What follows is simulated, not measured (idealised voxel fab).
Herein follows the process module entitled voxel capacitor over wiring.
FYI the section here is cut, 210 nm wide, cells are 5 nm squares.
Cross-section format: a grid of square cells, given as bands from top to bottom; each band is one or more rows of cells. The band entry comprises the height of the band's top followed by the height of its bottom, expressed in nm, and subsequently the band's materials from left to right, each stated together with its width in nm. Where a single material is marked with the word "full width", that material fills the band from edge to edge. The word "blank" represents empty space. Height 0 is the level under which the wafer as received is all one material. The lowest band goes on downwards, as in "z 0 and below". Graded width ("30 to 40"): value in top row of band = first number; value in bottom row = second number; row-to-row change constant. Reading "nothing changed" for a step: not a cell of the cross-section changed in it. "Closed void table" - sealed voids, min. 8 cells, no opening to top; format: width x height at distance (distance from left edge; nm throughout). On a step's line, text after the settings is the simulator commenting on that step. overlay nm, on a step with a mask: how far to the right of its planned place the mask lay; to the left if negative.

Here's what the planned process steps look like:
- 1: RECEIVE,material Si
- 2: CONFORMAL_DEP,material SiO2,thk nm 10
- 3: CONFORMAL_DEP,material SiCN,thk nm 5
- 4: DIRECTIONAL_DEP,material SiO2,thk nm 25
- 5: PATTERN,tone open,mask id METAL_1,material resist,width nm 25,pitch nm 80,thk nm 20,overlay nm 0
- 6: DIRECTIONAL_ETCH,etch materials SiO2,depth nm 25
- 7: DIRECTIONAL_ETCH,etch materials SiCN,depth nm 5
- 8: STRIP,etch materials resist
- 9: CONFORMAL_DEP,material TiN,thk nm 5
- 10: FILL_DEP,material Ru,thk nm 10
- 11: CMP,height nm 40
- 12: CONFORMAL_DEP,material SiCN,thk nm 5
- 13: DIRECTIONAL_DEP,material lowk,thk nm 15
- 14: PATTERN,tone open,mask id PLUG_1,material resist,width nm 15,thk nm 15,overlay nm 0
- 15: DIRECTIONAL_ETCH,etch materials lowk,depth nm 15
- 16: DIRECTIONAL_ETCH,etch materials SiCN,depth nm 5
- 17: STRIP,etch materials resist
- 18: EPI,material Ru,thk nm 10
- 19: EPI,material Ru,thk nm 10
- 20: DIRECTIONAL_DEP,material TiN,thk nm 10
- 21: DIRECTIONAL_DEP,material Al2O3,thk nm 5
- 22: DIRECTIONAL_DEP,material TiN,thk nm 10
- 23: DIRECTIONAL_DEP,material aC,thk nm 10
- 24: PATTERN,tone cover,mask id UPPER_PLATE,material resist,width nm 60,thk nm 25,overlay nm 0
- 25: DIRECTIONAL_ETCH,etch materials aC,depth nm 10
- 26: STRIP,etch materials resist
- 27: DIRECTIONAL_ETCH,etch materials TiN,depth nm 10
- 28: DIRECTIONAL_ETCH,etch materials Al2O3,depth nm 5
- 29: STRIP,etch materials aC
- 30: DIRECTIONAL_DEP,material aC,thk nm 15
- 31: PATTERN,tone cover,mask id LOWER_PLATE,material resist,width nm 70,thk nm 30,overlay nm 0
- 32: DIRECTIONAL_ETCH,etch materials aC,depth nm 15
- 33: STRIP,etch materials resist
- 34: DIRECTIONAL_ETCH,etch materials TiN,depth nm 10
- 35: STRIP,etch materials aC
- 36: FILL_DEP,material SiO2,thk nm 15
- 37: CMP,height nm 95
- 38: DIRECTIONAL_DEP,material aC,thk nm 10
- 39: PATTERN,tone open,mask id PLUG_2,material resist,width nm 15,thk nm 25,overlay nm 0
- 40: DIRECTIONAL_ETCH,etch materials aC,depth nm 10
- 41: STRIP,etch materials resist
- 42: DIRECTIONAL_ETCH,etch materials SiO2,depth nm 10
- 43: STRIP,etch materials aC
- 44: CONFORMAL_DEP,material TiN,thk nm 5
- 45: FILL_DEP,material Cu,thk nm 5
- 46: CMP,height nm 95
- 47: CONFORMAL_DEP,material SiN,thk nm 5

Cross-section, incoming material, after step 1:
    z 0 and below | Si full width
    Closed void table: none

First of two wafers at the end of the module, shown in cross-section; run carried out as planned:
    z 100 to 95 | SiN full width
    z 95 to 90 | SiO2 70 | TiN 5 | Cu 5 | TiN 5 | SiO2 125
    z 90 to 85 | SiO2 70 | TiN 15 | SiO2 125
    z 85 to 75 | SiO2 60 | TiN 60 | SiO2 90
    z 75 to 70 | SiO2 60 | Al2O3 60 | SiO2 90
    z 70 to 60 | SiO2 55 | TiN 70 | SiO2 85
    z 60 to 45 | lowk 60 | Ru 15 | lowk 135
    z 45 to 40 | SiCN 60 | Ru 15 | SiCN 135
    z 40 to 15 | SiO2 50 | TiN 5 | Ru 15 | TiN 5 | SiO2 55 | TiN 5 | Ru 15 | TiN 5 | SiO2 55
    z 15 to 10 | SiCN 50 | TiN 25 | SiCN 55 | TiN 25 | SiCN 55
    z 10 to 0 | SiO2 full width
    z 0 and below | Si full width
    Closed void table: none

Cross-sectional view of the second of two wafers upon completion of the module. This wafer shared its starting condition and process plan with the first; one error was made during its execution:
    z 100 to 95 | SiN full width
    z 95 to 90 | SiO2 70 | TiN 5 | Cu 5 | TiN 5 | SiO2 125
    z 90 to 85 | SiO2 70 | TiN 15 | SiO2 125
    z 85 to 75 | SiO2 60 | TiN 60 | SiO2 90
    z 75 to 70 | SiO2 60 | Al2O3 60 | SiO2 90
    z 70 to 65 | SiO2 55 | TiN 70 | SiO2 85
    z 65 to 60 | TiN full width
    z 60 to 45 | lowk 60 | Ru 15 | lowk 135
    z 45 to 40 | SiCN 60 | Ru 15 | SiCN 135
    z 40 to 15 | SiO2 50 | TiN 5 | Ru 15 | TiN 5 | SiO2 55 | TiN 5 | Ru 15 | TiN 5 | SiO2 55
    z 15 to 10 | SiCN 50 | TiN 25 | SiCN 55 | TiN 25 | SiCN 55
    z 10 to 0 | SiO2 full width
    z 0 and below | Si full width
    Closed void table: none
Run error: step 34 did not use the planned setting and instead ran as DIRECTIONAL_ETCH,etch materials TiN,depth nm 5
In the final state, the cell counts of the second wafer exceed or fall short of those of the first for the following materials: 28 fewer of SiO2, 28 more of TiN
